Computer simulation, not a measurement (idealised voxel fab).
Process module in this document: voxel spacer lines
For reference, the cross-section in this document is cut, with width 240 nm and square cells of 5 nm.
A cross-section is a grid of square cells, given in bands from the top down. A band is one or more rows of cells. Band: top height; bottom height; in nm. Then, left to right: material with width in nm, for each material. "everywhere": a single material spanning edge to edge. "air": empty space. Height datum 0, below which the as-received substrate wafer is one material. Lowest band open at the bottom, running downward: "z 0 and below". When a width is written as two numbers, as in "30->40", the first number is the width in the top row of cells of the band and the second is the width in its bottom row, and the width changes by the same amount from each row to the next. "remained unchanged", as given for a step, is the statement that not any cell of the cross-section underwent a change during that step. "Fully closed voids" lists enclosed empty spaces (at least 8 cells, no open path upward to the top), each as width x height at distance from the left edge, in nm. Note: text after step settings on the step line = simulator remark on that step. On any step carrying a mask, the "overlay nm" setting, if present on the step's line, tells how far right of its planned place the mask lay; negative values point to the left.

-- This section lists the process steps that were planned
1. op RECEIVE | material Si
2. op CONFORMAL_DEP | material Al2O3 | thk nm 10
3. op DIRECTIONAL_DEP | material polySi | thk nm 20
4. op DIRECTIONAL_DEP | material aC | thk nm 30
5. op PATTERN | tone cover | mask id MANDREL | material resist | width nm 20 | pitch nm 60 | thk nm 40 | overlay nm 0
6. op DIRECTIONAL_ETCH | etch materials aC | depth nm 30
7. op STRIP | etch materials resist
8. op CONFORMAL_DEP | material SiO2 | thk nm 10
9. op DIRECTIONAL_ETCH | etch materials SiO2 | depth nm 10
10. op STRIP | etch materials aC
11. op DIRECTIONAL_ETCH | etch materials polySi | depth nm 20
12. op STRIP | etch materials SiO2

-- First wafer, two in total, run as planned

-- Received-state cross-section, reflecting completion of step 1
* z 0 and below: Si everywhere
* Fully closed voids: none

-- After step 2, in cross-section
* z 10 to 0: Al2O3 everywhere
* Nothing below the height 0 has changed.

-- After step 3, in cross-section
* z 30 to 10: polySi everywhere
* Nothing below the height 10 has changed.

-- After step 4, in cross-section
* z 60 to 30: aC everywhere
* Nothing below the height 30 has changed.

-- After step 5, in cross-section
* z 100 to 60: air (50), then resist (20), then air (40), then resist (20), then air (40), then resist (20), then air (50)
* Nothing below the height 60 has changed.

-- After step 6, in cross-section
* z 70 to 60: air (50), then resist (20), then air (40), then resist (20), then air (40), then resist (20), then air (50)
* z 60 to 30: air (50), then aC (20), then air (40), then aC (20), then air (40), then aC (20), then air (50)
* Nothing below the height 30 has changed.

-- After step 7, in cross-section
* z 60 to 30: air (50), then aC (20), then air (40), then aC (20), then air (40), then aC (20), then air (50)
* Nothing below the height 30 has changed.

-- After step 8, in cross-section
* z 70 to 60: air (40), then SiO2 (40), then air (20), then SiO2 (40), then air (20), then SiO2 (40), then air (40)
* z 60 to 40: air (40), then SiO2 (10), then aC (20), then SiO2 (10), then air (20), then SiO2 (10), then aC (20), then SiO2 (10), then air (20), then SiO2 (10), then aC (20), then SiO2 (10), then air (40)
* z 40 to 30: SiO2 (50), then aC (20), then SiO2 (40), then aC (20), then SiO2 (40), then aC (20), then SiO2 (50)
* Nothing below the height 30 has changed.

-- After step 9, in cross-section
* z 60 to 30: air (40), then SiO2 (10), then aC (20), then SiO2 (10), then air (20), then SiO2 (10), then aC (20), then SiO2 (10), then air (20), then SiO2 (10), then aC (20), then SiO2 (10), then air (40)
* Nothing below the height 30 has changed.

-- After step 10, in cross-section
* z 60 to 30: air (40), then SiO2 (10), then air (20), then SiO2 (10), then air (20), then SiO2 (10), then air (20), then SiO2 (10), then air (20), then SiO2 (10), then air (20), then SiO2 (10), then air (40)
* Nothing below the height 30 has changed.

-- After step 11, in cross-section
* z 60 to 30: air (40), then SiO2 (10), then air (20), then SiO2 (10), then air (20), then SiO2 (10), then air (20), then SiO2 (10), then air (20), then SiO2 (10), then air (20), then SiO2 (10), then air (40)
* z 30 to 10: air (40), then polySi (10), then air (20), then polySi (10), then air (20), then polySi (10), then air (20), then polySi (10), then air (20), then polySi (10), then air (20), then polySi (10), then air (40)
* Nothing below the height 10 has changed.

-- After step 12, in cross-section
* z 30 to 10: air (40), then polySi (10), then air (20), then polySi (10), then air (20), then polySi (10), then air (20), then polySi (10), then air (20), then polySi (10), then air (20), then polySi (10), then air (40)
* Nothing below the height 10 has changed.

-- Second of two: same start, same plan, one run error; steps up to and including 4 match the first

-- Second wafer cross-section, taken as of the time the plan sets for step 5 to be done
* z 100 to 60: air (45), then resist (30), then air (30), then resist (30), then air (30), then resist (30), then air (45)
* Nothing below the height 60 has changed.

-- Second wafer cross-section, taken as of the time the plan sets for step 6 to be done
* z 70 to 60: air (45), then resist (30), then air (30), then resist (30), then air (30), then resist (30), then air (45)
* z 60 to 30: air (45), then aC (30), then air (30), then aC (30), then air (30), then aC (30), then air (45)
* Nothing below the height 30 has changed.

-- Second wafer cross-section, taken as of the time the plan sets for step 7 to be done
* z 60 to 30: air (45), then aC (30), then air (30), then aC (30), then air (30), then aC (30), then air (45)
* Nothing below the height 30 has changed.

-- Second wafer cross-section, taken as of the time the plan sets for step 8 to be done
* z 70 to 60: air (35), then SiO2 (50), then air (10), then SiO2 (50), then air (10), then SiO2 (50), then air (35)
* z 60 to 40: air (35), then SiO2 (10), then aC (30), then SiO2 (10), then air (10), then SiO2 (10), then aC (30), then SiO2 (10), then air (10), then SiO2 (10), then aC (30), then SiO2 (10), then air (35)
* z 40 to 30: SiO2 (45), then aC (30), then SiO2 (30), then aC (30), then SiO2 (30), then aC (30), then SiO2 (45)
* Nothing below the height 30 has changed.

-- Second wafer cross-section, taken as of the time the plan sets for step 9 to be done
* z 60 to 30: air (35), then SiO2 (10), then aC (30), then SiO2 (10), then air (10), then SiO2 (10), then aC (30), then SiO2 (10), then air (10), then SiO2 (10), then aC (30), then SiO2 (10), then air (35)
* Nothing below the height 30 has changed.

-- Second wafer cross-section, taken as of the time the plan sets for step 10 to be done
* z 60 to 30: air (35), then SiO2 (10), then air (30), then SiO2 (10), then air (10), then SiO2 (10), then air (30), then SiO2 (10), then air (10), then SiO2 (10), then air (30), then SiO2 (10), then air (35)
* Nothing below the height 30 has changed.

-- Second wafer cross-section, taken as of the time the plan sets for step 11 to be done
* z 60 to 30: air (35), then SiO2 (10), then air (30), then SiO2 (10), then air (10), then SiO2 (10), then air (30), then SiO2 (10), then air (10), then SiO2 (10), then air (30), then SiO2 (10), then air (35)
* z 30 to 10: air (35), then polySi (10), then air (30), then polySi (10), then air (10), then polySi (10), then air (30), then polySi (10), then air (10), then polySi (10), then air (30), then polySi (10), then air (35)
* Nothing below the height 10 has changed.

-- Second wafer cross-section, taken as of the time the plan sets for step 12 to be done
* z 30 to 10: air (35), then polySi (10), then air (30), then polySi (10), then air (10), then polySi (10), then air (30), then polySi (10), then air (10), then polySi (10), then air (30), then polySi (10), then air (35)
* Nothing below the height 10 has changed.
It is concluded that the wafer was processed incorrectly with respect to the plan, in that step 5, actual vs plan mismatch, actual run op PATTERN | tone cover | mask id MANDREL | material resist | width nm 30 | pitch nm 60 | thk nm 40 | overlay nm 0
End check, second vs first wafer: material counts in cells match, positions do not.
